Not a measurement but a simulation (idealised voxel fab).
A process module follows: voxel wiring stack.
FYI the section here is cut, 150 nm wide, cells are 5 nm squares.
Cross-sections here: square-cell grids, written as top-down lists of bands, a band being one or more rows of cells. Each band's line starts with the height of the band's top and of its bottom, in nm. Then come its materials from left to right, each with its width in nm. One material with "full width" fills the band from edge to edge. "empty" is empty space. Convention: height 0 is the level below which the wafer, as received, is all one material. The lowest band does not terminate at the bottom but continues downward, represented as "0 -> down". A two-number width, for instance "30 to 40", indicates that the width is equal to the first number in the top row of the band and to the second number in the bottom row, and that it changes by a constant amount per row of cells. "all unchanged", as given for a step, is the statement that not any cell of the cross-section underwent a change during that step. In the "Closed internal cavities" entry, you get each enclosed empty space of 8 cells or more, one with no open way to the top, written width x height at distance, distance from the left edge, in nm. Where a step's line continues beyond its settings, the continuation is a remark by the simulator itself on that step. For masked steps, "overlay nm" on the step line gives how far right of plan the mask actually lay; a minus sign means it lay to the left.

THE FOLLOWING LIST GIVES THE PLANNED PROCESS STEPS
1. RECEIVE,material Si
2. CONFORMAL_DEP,material SiO2,thk nm 15
3. CONFORMAL_DEP,material SiCN,thk nm 5
4. DIRECTIONAL_DEP,material SiO2,thk nm 15
5. DIRECTIONAL_DEP,material aC,thk nm 10
6. PATTERN,tone open,mask id METAL_1,material resist,width nm 25,pitch nm 40,thk nm 25,overlay nm 0
7. DIRECTIONAL_ETCH,etch materials aC,depth nm 10
8. STRIP,etch materials resist
9. DIRECTIONAL_ETCH,etch materials SiO2,depth nm 15
10. DIRECTIONAL_ETCH,etch materials SiCN,depth nm 5
11. STRIP,etch materials aC
12. CONFORMAL_DEP,material TiN,thk nm 5
13. FILL_DEP,material Cu,thk nm 5
14. CMP,height nm 35
15. CONFORMAL_DEP,material SiCN,thk nm 5
16. DIRECTIONAL_DEP,material lowk,thk nm 30
17. DIRECTIONAL_DEP,material aC,thk nm 15
18. PATTERN,tone open,mask id METAL_2,material resist,width nm 25,pitch nm 40,thk nm 30,overlay nm 0
19. DIRECTIONAL_ETCH,etch materials aC,depth nm 15
20. STRIP,etch materials resist
21. DIRECTIONAL_ETCH,etch materials lowk,depth nm 15
22. STRIP,etch materials aC
23. MASKED_ETCH,tone open,mask id METAL_2_HOLES,width nm 15,pitch nm 80,etch materials lowk,depth nm 15,overlay nm 0
24. MASKED_ETCH,tone open,mask id METAL_2_HOLES,width nm 15,pitch nm 80,etch materials SiCN,depth nm 5,overlay nm 0
25. CONFORMAL_DEP,material TiN,thk nm 5
26. FILL_DEP,material Ru,thk nm 10
27. CMP,height nm 70
28. CONFORMAL_DEP,material SiN,thk nm 5

THE FIRST WAFER OF TWO, PROCESSED AS PLANNED

AS RECEIVED (POST STEP 1): CROSS-SECTION
* 0 -> down = Si full width
* Closed internal cavities: none

CROSS-SECTIONAL REPRESENTATION OF THE WAFER AT THE CONCLUSION OF STEP 2
* 15 -> 0 = SiO2 full width
* Heights below 0 show no change.

CROSS-SECTIONAL REPRESENTATION OF THE WAFER AT THE CONCLUSION OF STEP 3
* 20 -> 15 = SiCN full width
* Heights below 15 show no change.

CROSS-SECTIONAL REPRESENTATION OF THE WAFER AT THE CONCLUSION OF STEP 4
* 35 -> 20 = SiO2 full width
* Heights below 20 show no change.

CROSS-SECTIONAL REPRESENTATION OF THE WAFER AT THE CONCLUSION OF STEP 5
* 45 -> 35 = aC full width
* Heights below 35 show no change.

CROSS-SECTIONAL REPRESENTATION OF THE WAFER AT THE CONCLUSION OF STEP 6
* 70 -> 45 = resist=20, empty=25, resist=15, empty=25, resist=15, empty=25, resist=25
* Heights below 45 show no change.

CROSS-SECTIONAL REPRESENTATION OF THE WAFER AT THE CONCLUSION OF STEP 7
* 60 -> 45 = resist=20, empty=25, resist=15, empty=25, resist=15, empty=25, resist=25
* 45 -> 35 = aC=20, empty=25, aC=15, empty=25, aC=15, empty=25, aC=25
* Heights below 35 show no change.

CROSS-SECTIONAL REPRESENTATION OF THE WAFER AT THE CONCLUSION OF STEP 8
* 45 -> 35 = aC=20, empty=25, aC=15, empty=25, aC=15, empty=25, aC=25
* Heights below 35 show no change.

CROSS-SECTIONAL REPRESENTATION OF THE WAFER AT THE CONCLUSION OF STEP 9
* 45 -> 35 = aC=20, empty=25, aC=15, empty=25, aC=15, empty=25, aC=25
* 35 -> 20 = SiO2=20, empty=25, SiO2=15, empty=25, SiO2=15, empty=25, SiO2=25
* Heights below 20 show no change.

CROSS-SECTIONAL REPRESENTATION OF THE WAFER AT THE CONCLUSION OF STEP 10
* 45 -> 35 = aC=20, empty=25, aC=15, empty=25, aC=15, empty=25, aC=25
* 35 -> 20 = SiO2=20, empty=25, SiO2=15, empty=25, SiO2=15, empty=25, SiO2=25
* 20 -> 15 = SiCN=20, empty=25, SiCN=15, empty=25, SiCN=15, empty=25, SiCN=25
* Heights below 15 show no change.

CROSS-SECTIONAL REPRESENTATION OF THE WAFER AT THE CONCLUSION OF STEP 11
* 35 -> 20 = SiO2=20, empty=25, SiO2=15, empty=25, SiO2=15, empty=25, SiO2=25
* Heights below 20 show no change.

CROSS-SECTIONAL REPRESENTATION OF THE WAFER AT THE CONCLUSION OF STEP 12
* 40 -> 35 = TiN=25, empty=15, TiN=25, empty=15, TiN=25, empty=15, TiN=30
* 35 -> 20 = SiO2=20, TiN=5, empty=15, TiN=5, SiO2=15, TiN=5, empty=15, TiN=5, SiO2=15, TiN=5, empty=15, TiN=5, SiO2=25
* 20 -> 15 = SiCN=20, TiN=25, SiCN=15, TiN=25, SiCN=15, TiN=25, SiCN=25
* Heights below 15 show no change.

CROSS-SECTIONAL REPRESENTATION OF THE WAFER AT THE CONCLUSION OF STEP 13
* 45 -> 40 = Cu full width
* 40 -> 35 = TiN=25, Cu=15, TiN=25, Cu=15, TiN=25, Cu=15, TiN=30
* 35 -> 20 = SiO2=20, TiN=5, Cu=15, TiN=5, SiO2=15, TiN=5, Cu=15, TiN=5, SiO2=15, TiN=5, Cu=15, TiN=5, SiO2=25
* Heights below 20 show no change.

CROSS-SECTIONAL REPRESENTATION OF THE WAFER AT THE CONCLUSION OF STEP 14
* 35 -> 20 = SiO2=20, TiN=5, Cu=15, TiN=5, SiO2=15, TiN=5, Cu=15, TiN=5, SiO2=15, TiN=5, Cu=15, TiN=5, SiO2=25
* Heights below 20 show no change.

CROSS-SECTIONAL REPRESENTATION OF THE WAFER AT THE CONCLUSION OF STEP 15
* 40 -> 35 = SiCN full width
* Heights below 35 show no change.

CROSS-SECTIONAL REPRESENTATION OF THE WAFER AT THE CONCLUSION OF STEP 16
* 70 -> 40 = lowk full width
* Heights below 40 show no change.

CROSS-SECTIONAL REPRESENTATION OF THE WAFER AT THE CONCLUSION OF STEP 17
* 85 -> 70 = aC full width
* Heights below 70 show no change.

CROSS-SECTIONAL REPRESENTATION OF THE WAFER AT THE CONCLUSION OF STEP 18
* 115 -> 85 = resist=20, empty=25, resist=15, empty=25, resist=15, empty=25, resist=25
* Heights below 85 show no change.

CROSS-SECTIONAL REPRESENTATION OF THE WAFER AT THE CONCLUSION OF STEP 19
* 100 -> 85 = resist=20, empty=25, resist=15, empty=25, resist=15, empty=25, resist=25
* 85 -> 70 = aC=20, empty=25, aC=15, empty=25, aC=15, empty=25, aC=25
* Heights below 70 show no change.

CROSS-SECTIONAL REPRESENTATION OF THE WAFER AT THE CONCLUSION OF STEP 20
* 85 -> 70 = aC=20, empty=25, aC=15, empty=25, aC=15, empty=25, aC=25
* Heights below 70 show no change.

CROSS-SECTIONAL REPRESENTATION OF THE WAFER AT THE CONCLUSION OF STEP 21
* 85 -> 70 = aC=20, empty=25, aC=15, empty=25, aC=15, empty=25, aC=25
* 70 -> 55 = lowk=20, empty=25, lowk=15, empty=25, lowk=15, empty=25, lowk=25
* Heights below 55 show no change.

CROSS-SECTIONAL REPRESENTATION OF THE WAFER AT THE CONCLUSION OF STEP 22
* 70 -> 55 = lowk=20, empty=25, lowk=15, empty=25, lowk=15, empty=25, lowk=25
* Heights below 55 show no change.

CROSS-SECTIONAL REPRESENTATION OF THE WAFER AT THE CONCLUSION OF STEP 23
* 70 -> 55 = lowk=20, empty=25, lowk=15, empty=25, lowk=15, empty=25, lowk=25
* 55 -> 40 = lowk=20, empty=15, lowk=65, empty=15, lowk=35
* Heights below 40 show no change.

CROSS-SECTIONAL REPRESENTATION OF THE WAFER AT THE CONCLUSION OF STEP 24
* 70 -> 55 = lowk=20, empty=25, lowk=15, empty=25, lowk=15, empty=25, lowk=25
* 55 -> 40 = lowk=20, empty=15, lowk=65, empty=15, lowk=35
* 40 -> 35 = SiCN=20, empty=15, SiCN=65, empty=15, SiCN=35
* Heights below 35 show no change.

CROSS-SECTIONAL REPRESENTATION OF THE WAFER AT THE CONCLUSION OF STEP 25
* 75 -> 70 = TiN=25, empty=15, TiN=25, empty=15, TiN=25, empty=15, TiN=30
* 70 -> 60 = lowk=20, TiN=5, empty=15, TiN=5, lowk=15, TiN=5, empty=15, TiN=5, lowk=15, TiN=5, empty=15, TiN=5, lowk=25
* 60 -> 55 = lowk=20, TiN=5, empty=5, TiN=15, lowk=15, TiN=25, lowk=15, TiN=5, empty=5, TiN=15, lowk=25
* 55 -> 40 = lowk=20, TiN=5, empty=5, TiN=5, lowk=65, TiN=5, empty=5, TiN=5, lowk=35
* 40 -> 35 = SiCN=20, TiN=15, SiCN=65, TiN=15, SiCN=35
* Heights below 35 show no change.

CROSS-SECTIONAL REPRESENTATION OF THE WAFER AT THE CONCLUSION OF STEP 26
* 85 -> 75 = Ru full width
* 75 -> 70 = TiN=25, Ru=15, TiN=25, Ru=15, TiN=25, Ru=15, TiN=30
* 70 -> 60 = lowk=20, TiN=5, Ru=15, TiN=5, lowk=15, TiN=5, Ru=15, TiN=5, lowk=15, TiN=5, Ru=15, TiN=5, lowk=25
* 60 -> 55 = lowk=20, TiN=5, Ru=5, TiN=15, lowk=15, TiN=25, lowk=15, TiN=5, Ru=5, TiN=15, lowk=25
* 55 -> 40 = lowk=20, TiN=5, Ru=5, TiN=5, lowk=65, TiN=5, Ru=5, TiN=5, lowk=35
* Heights below 40 show no change.

CROSS-SECTIONAL REPRESENTATION OF THE WAFER AT THE CONCLUSION OF STEP 27
* 70 -> 60 = lowk=20, TiN=5, Ru=15, TiN=5, lowk=15, TiN=5, Ru=15, TiN=5, lowk=15, TiN=5, Ru=15, TiN=5, lowk=25
* Heights below 60 show no change.

CROSS-SECTIONAL REPRESENTATION OF THE WAFER AT THE CONCLUSION OF STEP 28
* 75 -> 70 = SiN full width
* Heights below 70 show no change.

FOR THE SECOND WAFER, TAKE THE FIRST WAFER'S START AND PLAN, THEN ADD ONE MISTAKE MADE IN RUNNING IT; EVERYTHING THROUGH STEP 5, THAT STEP INCLUDED, IS SHARED WITH THE FIRST

SECOND WAFER, SECTIONED VIEW, AT STEP 6'S PLANNED END TIME
* 70 -> 45 = resist=30, empty=25, resist=15, empty=25, resist=15, empty=25, resist=15
* Heights below 45 show no change.

SECOND WAFER, SECTIONED VIEW, AT STEP 7'S PLANNED END TIME
* 60 -> 45 = resist=30, empty=25, resist=15, empty=25, resist=15, empty=25, resist=15
* 45 -> 35 = aC=30, empty=25, aC=15, empty=25, aC=15, empty=25, aC=15
* Heights below 35 show no change.

SECOND WAFER, SECTIONED VIEW, AT STEP 8'S PLANNED END TIME
* 45 -> 35 = aC=30, empty=25, aC=15, empty=25, aC=15, empty=25, aC=15
* Heights below 35 show no change.

SECOND WAFER, SECTIONED VIEW, AT STEP 9'S PLANNED END TIME
* 45 -> 35 = aC=30, empty=25, aC=15, empty=25, aC=15, empty=25, aC=15
* 35 -> 20 = SiO2=30, empty=25, SiO2=15, empty=25, SiO2=15, empty=25, SiO2=15
* Heights below 20 show no change.

SECOND WAFER, SECTIONED VIEW, AT STEP 10'S PLANNED END TIME
* 45 -> 35 = aC=30, empty=25, aC=15, empty=25, aC=15, empty=25, aC=15
* 35 -> 20 = SiO2=30, empty=25, SiO2=15, empty=25, SiO2=15, empty=25, SiO2=15
* 20 -> 15 = SiCN=30, empty=25, SiCN=15, empty=25, SiCN=15, empty=25, SiCN=15
* Heights below 15 show no change.

SECOND WAFER, SECTIONED VIEW, AT STEP 11'S PLANNED END TIME
* 35 -> 20 = SiO2=30, empty=25, SiO2=15, empty=25, SiO2=15, empty=25, SiO2=15
* Heights below 20 show no change.

SECOND WAFER, SECTIONED VIEW, AT STEP 12'S PLANNED END TIME
* 40 -> 35 = TiN=35, empty=15, TiN=25, empty=15, TiN=25, empty=15, TiN=20
* 35 -> 20 = SiO2=30, TiN=5, empty=15, TiN=5, SiO2=15, TiN=5, empty=15, TiN=5, SiO2=15, TiN=5, empty=15, TiN=5, SiO2=15
* 20 -> 15 = SiCN=30, TiN=25, SiCN=15, TiN=25, SiCN=15, TiN=25, SiCN=15
* Heights below 15 show no change.

SECOND WAFER, SECTIONED VIEW, AT STEP 13'S PLANNED END TIME
* 45 -> 40 = Cu full width
* 40 -> 35 = TiN=35, Cu=15, TiN=25, Cu=15, TiN=25, Cu=15, TiN=20
* 35 -> 20 = SiO2=30, TiN=5, Cu=15, TiN=5, SiO2=15, TiN=5, Cu=15, TiN=5, SiO2=15, TiN=5, Cu=15, TiN=5, SiO2=15
* Heights below 20 show no change.

SECOND WAFER, SECTIONED VIEW, AT STEP 14'S PLANNED END TIME
* 35 -> 20 = SiO2=30, TiN=5, Cu=15, TiN=5, SiO2=15, TiN=5, Cu=15, TiN=5, SiO2=15, TiN=5, Cu=15, TiN=5, SiO2=15
* Heights below 20 show no change.

SECOND WAFER, SECTIONED VIEW, AT STEP 15'S PLANNED END TIME
* 40 -> 35 = SiCN full width
* Heights below 35 show no change.

SECOND WAFER, SECTIONED VIEW, AT STEP 16'S PLANNED END TIME
* 70 -> 40 = lowk full width
* Heights below 40 show no change.

SECOND WAFER, SECTIONED VIEW, AT STEP 17'S PLANNED END TIME
* 85 -> 70 = aC full width
* Heights below 70 show no change.

SECOND WAFER, SECTIONED VIEW, AT STEP 18'S PLANNED END TIME
* 115 -> 85 = resist=20, empty=25, resist=15, empty=25, resist=15, empty=25, resist=25
* Heights below 85 show no change.

SECOND WAFER, SECTIONED VIEW, AT STEP 19'S PLANNED END TIME
* 100 -> 85 = resist=20, empty=25, resist=15, empty=25, resist=15, empty=25, resist=25
* 85 -> 70 = aC=20, empty=25, aC=15, empty=25, aC=15, empty=25, aC=25
* Heights below 70 show no change.

SECOND WAFER, SECTIONED VIEW, AT STEP 20'S PLANNED END TIME
* 85 -> 70 = aC=20, empty=25, aC=15, empty=25, aC=15, empty=25, aC=25
* Heights below 70 show no change.

SECOND WAFER, SECTIONED VIEW, AT STEP 21'S PLANNED END TIME
* 85 -> 70 = aC=20, empty=25, aC=15, empty=25, aC=15, empty=25, aC=25
* 70 -> 55 = lowk=20, empty=25, lowk=15, empty=25, lowk=15, empty=25, lowk=25
* Heights below 55 show no change.

SECOND WAFER, SECTIONED VIEW, AT STEP 22'S PLANNED END TIME
* 70 -> 55 = lowk=20, empty=25, lowk=15, empty=25, lowk=15, empty=25, lowk=25
* Heights below 55 show no change.

SECOND WAFER, SECTIONED VIEW, AT STEP 23'S PLANNED END TIME
* 70 -> 55 = lowk=20, empty=25, lowk=15, empty=25, lowk=15, empty=25, lowk=25
* 55 -> 40 = lowk=20, empty=15, lowk=65, empty=15, lowk=35
* Heights below 40 show no change.

SECOND WAFER, SECTIONED VIEW, AT STEP 24'S PLANNED END TIME
* 70 -> 55 = lowk=20, empty=25, lowk=15, empty=25, lowk=15, empty=25, lowk=25
* 55 -> 40 = lowk=20, empty=15, lowk=65, empty=15, lowk=35
* 40 -> 35 = SiCN=20, empty=15, SiCN=65, empty=15, SiCN=35
* Heights below 35 show no change.

SECOND WAFER, SECTIONED VIEW, AT STEP 25'S PLANNED END TIME
* 75 -> 70 = TiN=25, empty=15, TiN=25, empty=15, TiN=25, empty=15, TiN=30
* 70 -> 60 = lowk=20, TiN=5, empty=15, TiN=5, lowk=15, TiN=5, empty=15, TiN=5, lowk=15, TiN=5, empty=15, TiN=5, lowk=25
* 60 -> 55 = lowk=20, TiN=5, empty=5, TiN=15, lowk=15, TiN=25, lowk=15, TiN=5, empty=5, TiN=15, lowk=25
* 55 -> 40 = lowk=20, TiN=5, empty=5, TiN=5, lowk=65, TiN=5, empty=5, TiN=5, lowk=35
* 40 -> 35 = SiCN=20, TiN=15, SiCN=65, TiN=15, SiCN=35
* Heights below 35 show no change.

SECOND WAFER, SECTIONED VIEW, AT STEP 26'S PLANNED END TIME
* 85 -> 75 = Ru full width
* 75 -> 70 = TiN=25, Ru=15, TiN=25, Ru=15, TiN=25, Ru=15, TiN=30
* 70 -> 60 = lowk=20, TiN=5, Ru=15, TiN=5, lowk=15, TiN=5, Ru=15, TiN=5, lowk=15, TiN=5, Ru=15, TiN=5, lowk=25
* 60 -> 55 = lowk=20, TiN=5, Ru=5, TiN=15, lowk=15, TiN=25, lowk=15, TiN=5, Ru=5, TiN=15, lowk=25
* 55 -> 40 = lowk=20, TiN=5, Ru=5, TiN=5, lowk=65, TiN=5, Ru=5, TiN=5, lowk=35
* Heights below 40 show no change.

SECOND WAFER, SECTIONED VIEW, AT STEP 27'S PLANNED END TIME
* 70 -> 60 = lowk=20, TiN=5, Ru=15, TiN=5, lowk=15, TiN=5, Ru=15, TiN=5, lowk=15, TiN=5, Ru=15, TiN=5, lowk=25
* Heights below 60 show no change.

SECOND WAFER, SECTIONED VIEW, AT STEP 28'S PLANNED END TIME
* 75 -> 70 = SiN full width
* Heights below 70 show no change.
So what did we get wrong on this run? planned and actual differ for step 6; actual: PATTERN,tone open,mask id METAL_1,material resist,width nm 25,pitch nm 40,thk nm 25,overlay nm 10
At the end, each material covers as many cells on the second wafer as it does on the first, though the cells it covers are elsewhere.
